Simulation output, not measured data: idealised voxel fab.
process module | voxel quadruple lines
We display cut, a cross-section 140 nm in width whose square cells are each 5 nm.
Square cells in a grid make up a cross-section in this document, and the grid is given as bands, listed from the top down, each one or more rows of cells.
Heights first: top, then bottom, in nm. Then materials, left to right, each with a width in nm. "full width" on a single material: fills the band edge to edge. "blank": empty space.
Heights from 0 (as-received wafer is one material below). Bottom band endless downward, as "top 0, no bottom".
A two-number width, for instance "30->40", indicates that the width is equal to the first number in the top row of the band and to the second number in the bottom row, and that it changes by a constant amount per row of cells.
A step reported as "nothing altered" is a step in which no cell of the cross-section changed.
The list in "Closed void catalog" covers empty spaces of 8 cells or more that cannot reach the top through any open way, and it gives each as width x height at distance; the distance is from the left edge, and width, height and distance are in nm.
That trailing text on a step's line, after the settings, is the simulator's own remark on the step.
Regarding "overlay nm": on a step with a mask, it is the distance the mask lay to the right of its planned place; a negative value places it to the left.
### Set out below are the planned steps of the process
1) op RECEIVE | material Si
2) op CONFORMAL_DEP | material Al2O3 | thk nm 10
3) op DIRECTIONAL_DEP | material W | thk nm 15
4) op DIRECTIONAL_DEP | material polySi | thk nm 20
5) op DIRECTIONAL_DEP | material aC | thk nm 20
6) op PATTERN | tone cover | mask id MANDREL | material resist | width nm 20 | thk nm 25 | overlay nm 0
7) op DIRECTIONAL_ETCH | etch materials aC | depth nm 20
8) op STRIP | etch materials resist
9) op CONFORMAL_DEP | material SiO2 | thk nm 10
10) op DIRECTIONAL_ETCH | etch materials SiO2 | depth nm 10
11) op STRIP | etch materials aC
12) op DIRECTIONAL_ETCH | etch materials polySi | depth nm 20
13) op STRIP | etch materials SiO2
14) op CONFORMAL_DEP | material SiN | thk nm 5
15) op DIRECTIONAL_ETCH | etch materials SiN | depth nm 5
16) op STRIP | etch materials polySi
17) op DIRECTIONAL_ETCH | etch materials W | depth nm 15
18) op STRIP | etch materials SiN
19) op FILL_DEP | material lowk | thk nm 5
20) op CMP | height nm 25
### Wafer, first of two, run as planned
### Here's what the wafer looked like in cross-section when it arrived - that's after step 1
> top 0, no bottom | Si full width
> Closed void catalog: none
### The wafer, seen in cross-section, after step 2
> top 10, bottom 0 | Al2O3 full width
> Below 0, the layers are the same as they were.
### The wafer, seen in cross-section, after step 3
> top 25, bottom 10 | W full width
> Below 10, the layers are the same as they were.
### The wafer, seen in cross-section, after step 4
> top 45, bottom 25 | polySi full width
> Below 25, the layers are the same as they were.
### The wafer, seen in cross-section, after step 5
> top 65, bottom 45 | aC full width
> Below 45, the layers are the same as they were.
### The wafer, seen in cross-section, after step 6
> top 90, bottom 65 | 60 blank, then 20 resist, then 60 blank
> Below 65, the layers are the same as they were.
### The wafer, seen in cross-section, after step 7
> top 70, bottom 65 | 60 blank, then 20 resist, then 60 blank
> top 65, bottom 45 | 60 blank, then 20 aC, then 60 blank
> Below 45, the layers are the same as they were.
### The wafer, seen in cross-section, after step 8
> top 65, bottom 45 | 60 blank, then 20 aC, then 60 blank
> Below 45, the layers are the same as they were.
### The wafer, seen in cross-section, after step 9
> top 75, bottom 65 | 50 blank, then 40 SiO2, then 50 blank
> top 65, bottom 55 | 50 blank, then 10 SiO2, then 20 aC, then 10 SiO2, then 50 blank
> top 55, bottom 45 | 60 SiO2, then 20 aC, then 60 SiO2
> Below 45, the layers are the same as they were.
### The wafer, seen in cross-section, after step 10
> top 65, bottom 45 | 50 blank, then 10 SiO2, then 20 aC, then 10 SiO2, then 50 blank
> Below 45, the layers are the same as they were.
### The wafer, seen in cross-section, after step 11
> top 65, bottom 45 | 50 blank, then 10 SiO2, then 20 blank, then 10 SiO2, then 50 blank
> Below 45, the layers are the same as they were.
### The wafer, seen in cross-section, after step 12
> top 65, bottom 45 | 50 blank, then 10 SiO2, then 20 blank, then 10 SiO2, then 50 blank
> top 45, bottom 25 | 50 blank, then 10 polySi, then 20 blank, then 10 polySi, then 50 blank
> Below 25, the layers are the same as they were.
### The wafer, seen in cross-section, after step 13
> top 45, bottom 25 | 50 blank, then 10 polySi, then 20 blank, then 10 polySi, then 50 blank
> Below 25, the layers are the same as they were.
### The wafer, seen in cross-section, after step 14
> top 50, bottom 45 | 45 blank, then 20 SiN, then 10 blank, then 20 SiN, then 45 blank
> top 45, bottom 30 | 45 blank, then 5 SiN, then 10 polySi, then 5 SiN, then 10 blank, then 5 SiN, then 10 polySi, then 5 SiN, then 45 blank
> top 30, bottom 25 | 50 SiN, then 10 polySi, then 20 SiN, then 10 polySi, then 50 SiN
> Below 25, the layers are the same as they were.
### The wafer, seen in cross-section, after step 15
> top 45, bottom 25 | 45 blank, then 5 SiN, then 10 polySi, then 5 SiN, then 10 blank, then 5 SiN, then 10 polySi, then 5 SiN, then 45 blank
> Below 25, the layers are the same as they were.
### The wafer, seen in cross-section, after step 16
> top 45, bottom 25 | 45 blank, then 5 SiN, then 10 blank, then 5 SiN, then 10 blank, then 5 SiN, then 10 blank, then 5 SiN, then 45 blank
> Below 25, the layers are the same as they were.
### The wafer, seen in cross-section, after step 17
> top 45, bottom 25 | 45 blank, then 5 SiN, then 10 blank, then 5 SiN, then 10 blank, then 5 SiN, then 10 blank, then 5 SiN, then 45 blank
> top 25, bottom 10 | 45 blank, then 5 W, then 10 blank, then 5 W, then 10 blank, then 5 W, then 10 blank, then 5 W, then 45 blank
> Below 10, the layers are the same as they were.
### The wafer, seen in cross-section, after step 18
> top 25, bottom 10 | 45 blank, then 5 W, then 10 blank, then 5 W, then 10 blank, then 5 W, then 10 blank, then 5 W, then 45 blank
> Below 10, the layers are the same as they were.
### The wafer, seen in cross-section, after step 19
> top 30, bottom 25 | lowk full width
> top 25, bottom 10 | 45 lowk, then 5 W, then 10 lowk, then 5 W, then 10 lowk, then 5 W, then 10 lowk, then 5 W, then 45 lowk
> Below 10, the layers are the same as they were.
### The wafer, seen in cross-section, after step 20
> top 25, bottom 10 | 45 lowk, then 5 W, then 10 lowk, then 5 W, then 10 lowk, then 5 W, then 10 lowk, then 5 W, then 45 lowk
> Below 10, the layers are the same as they were.
### Wafer two. Identical start, identical plan. One mistake in execution. Identical history through step 2
### Second wafer: cross-section at the scheduled end of step 3
> top 30, bottom 10 | polySi full width
> Below 10, the layers are the same as they were.
### Second wafer: cross-section at the scheduled end of step 4
> top 45, bottom 30 | W full width
> Below 30, the layers are the same as they were.
### Second wafer: cross-section at the scheduled end of step 5
> top 65, bottom 45 | aC full width
> Below 45, the layers are the same as they were.
### Second wafer: cross-section at the scheduled end of step 6
> top 90, bottom 65 | 60 blank, then 20 resist, then 60 blank
> Below 65, the layers are the same as they were.
### Second wafer: cross-section at the scheduled end of step 7
> top 70, bottom 65 | 60 blank, then 20 resist, then 60 blank
> top 65, bottom 45 | 60 blank, then 20 aC, then 60 blank
> Below 45, the layers are the same as they were.
### Second wafer: cross-section at the scheduled end of step 8
> top 65, bottom 45 | 60 blank, then 20 aC, then 60 blank
> Below 45, the layers are the same as they were.
### Second wafer: cross-section at the scheduled end of step 9
> top 75, bottom 65 | 50 blank, then 40 SiO2, then 50 blank
> top 65, bottom 55 | 50 blank, then 10 SiO2, then 20 aC, then 10 SiO2, then 50 blank
> top 55, bottom 45 | 60 SiO2, then 20 aC, then 60 SiO2
> Below 45, the layers are the same as they were.
### Second wafer: cross-section at the scheduled end of step 10
> top 65, bottom 45 | 50 blank, then 10 SiO2, then 20 aC, then 10 SiO2, then 50 blank
> Below 45, the layers are the same as they were.
### Second wafer: cross-section at the scheduled end of step 11
> top 65, bottom 45 | 50 blank, then 10 SiO2, then 20 blank, then 10 SiO2, then 50 blank
> Below 45, the layers are the same as they were.
Second wafer: cross-section at the scheduled end of step 12: nothing altered
### Second wafer: cross-section at the scheduled end of step 13
> top 45, bottom 30 | W full width
> Below 30, the layers are the same as they were.
### Second wafer: cross-section at the scheduled end of step 14
> top 50, bottom 45 | SiN full width
> Below 45, the layers are the same as they were.
### Second wafer: cross-section at the scheduled end of step 15
> top 45, bottom 30 | W full width
> Below 30, the layers are the same as they were.
Second wafer: cross-section at the scheduled end of step 16: nothing altered
### Second wafer: cross-section at the scheduled end of step 17
> top 30, bottom 10 | polySi full width
> Below 10, the layers are the same as they were.
Second wafer: cross-section at the scheduled end of step 18: nothing altered
### Second wafer: cross-section at the scheduled end of step 19
> top 35, bottom 30 | lowk full width
> Below 30, the layers are the same as they were.
### Second wafer: cross-section at the scheduled end of step 20
> top 25, bottom 10 | polySi full width
> Below 10, the layers are the same as they were.
Nonconformance to the process plan: sequence error: steps 3 and 4 interchanged
Upon completion, the second wafer contains, in terms of cells, a greater or smaller amount of certain materials than the first wafer: W -12, lowk -72, polySi +84
